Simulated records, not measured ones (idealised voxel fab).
Documented hereafter: the process module known as voxel released beams.
Square cells of 5 nm make up the cross-section cut, whose width is 250 nm.
In this document a cross-section is written as a grid of square cells. It is given as a series of bands, listed from the top down, and a band is one or more rows of cells.
In this notation a band is specified by the heights of its top and bottom, in that order and in nm, after which its materials appear from left to right, each paired with its width in nm. The word "throughout" attached to a single material means that material fills the band from edge to edge; the word "empty" stands for empty space.
Heights are expressed relative to 0, this being the level below which the as-received wafer comprises one material exclusively. The lowest band is unbounded in the downward direction and is denoted as in "0 down".
Width "30..40": first value at the band's top row of cells, second value at its bottom row, equal change from row to row.
It should be understood that the words "no change", when stated for a given step, signify that the cross-section underwent no change in any of its cells during that step.
"Closed void listing" - sealed voids, min. 8 cells, no opening to top; format: width x height at distance (distance from left edge; nm throughout).
Note: text after step settings on the step line = simulator remark on that step.
The setting "overlay nm" may be written on the line of a step. When the step uses a mask, the value reports how far to the right of the planned place the mask lay, and a negative value reports that it lay to the left.
Listed below are the process steps as planned:
- 1: op RECEIVE | material Si
- 2: op CONFORMAL_DEP | material SiN | thk nm 5
- 3: op DIRECTIONAL_DEP | material SiO2 | thk nm 20
- 4: op MASKED_ETCH | tone open | mask id ANCHOR | width nm 35 | etch materials SiO2 | depth nm 20 | overlay nm 0
- 5: op CONFORMAL_DEP | material polySi | thk nm 10
- 6: op MASKED_ETCH | tone cover | mask id BEAM | width nm 85 | etch materials polySi | depth nm 10 | overlay nm 0
- 7: op STRIP | etch materials SiO2
The first of two wafers, run as planned:
Wafer at receipt (post step 1), cross-section:
* 0 down | Si throughout
* Closed void listing: none
Wafer section view after processing step 2:
* 5 to 0 | SiN throughout
* Anything lower than 0 is untouched.
Wafer section view after processing step 3:
* 25 to 5 | SiO2 throughout
* Anything lower than 5 is untouched.
Wafer section view after processing step 4:
* 25 to 5 | 85 SiO2; 35 empty; 130 SiO2
* Anything lower than 5 is untouched.
Wafer section view after processing step 5:
* 35 to 25 | 95 polySi; 15 empty; 140 polySi
* 25 to 15 | 85 SiO2; 10 polySi; 15 empty; 10 polySi; 130 SiO2
* 15 to 5 | 85 SiO2; 35 polySi; 130 SiO2
* Anything lower than 5 is untouched.
Wafer section view after processing step 6:
* 35 to 25 | 80 empty; 15 polySi; 15 empty; 55 polySi; 85 empty
* Anything lower than 25 is untouched.
Wafer section view after processing step 7:
* 35 to 25 | 80 empty; 15 polySi; 15 empty; 55 polySi; 85 empty
* 25 to 15 | 85 empty; 10 polySi; 15 empty; 10 polySi; 130 empty
* 15 to 5 | 85 empty; 35 polySi; 130 empty
* Anything lower than 5 is untouched.
Second wafer, same starting conditions and recipe as the first, one mistake in executing it, nothing differs from the first up to and including step 3:
Second wafer cross-section, taken as of the time the plan sets for step 4 to be done:
* 25 to 5 | 85 empty; 35 SiO2; 130 empty
* Anything lower than 5 is untouched.
Second wafer cross-section, taken as of the time the plan sets for step 5 to be done:
* 35 to 25 | 75 empty; 55 polySi; 120 empty
* 25 to 15 | 75 empty; 10 polySi; 35 SiO2; 10 polySi; 120 empty
* 15 to 5 | 85 polySi; 35 SiO2; 130 polySi
* Anything lower than 5 is untouched.
Second wafer cross-section, taken as of the time the plan sets for step 6 to be done:
* 35 to 25 | 80 empty; 50 polySi; 120 empty
* 25 to 15 | 75 empty; 10 polySi; 35 SiO2; 10 polySi; 120 empty
* 15 to 5 | 75 empty; 10 polySi; 35 SiO2; 45 polySi; 85 empty
* Anything lower than 5 is untouched.
Second wafer cross-section, taken as of the time the plan sets for step 7 to be done: no change
Short version of what went wrong: step 4 did not use the planned setting and instead ran as op MASKED_ETCH | tone cover | mask id ANCHOR | width nm 35 | etch materials SiO2 | depth nm 20 | overlay nm 0
Counted in cells at the end, the second wafer holds more or fewer of these materials than the first: SiO2: 28 more
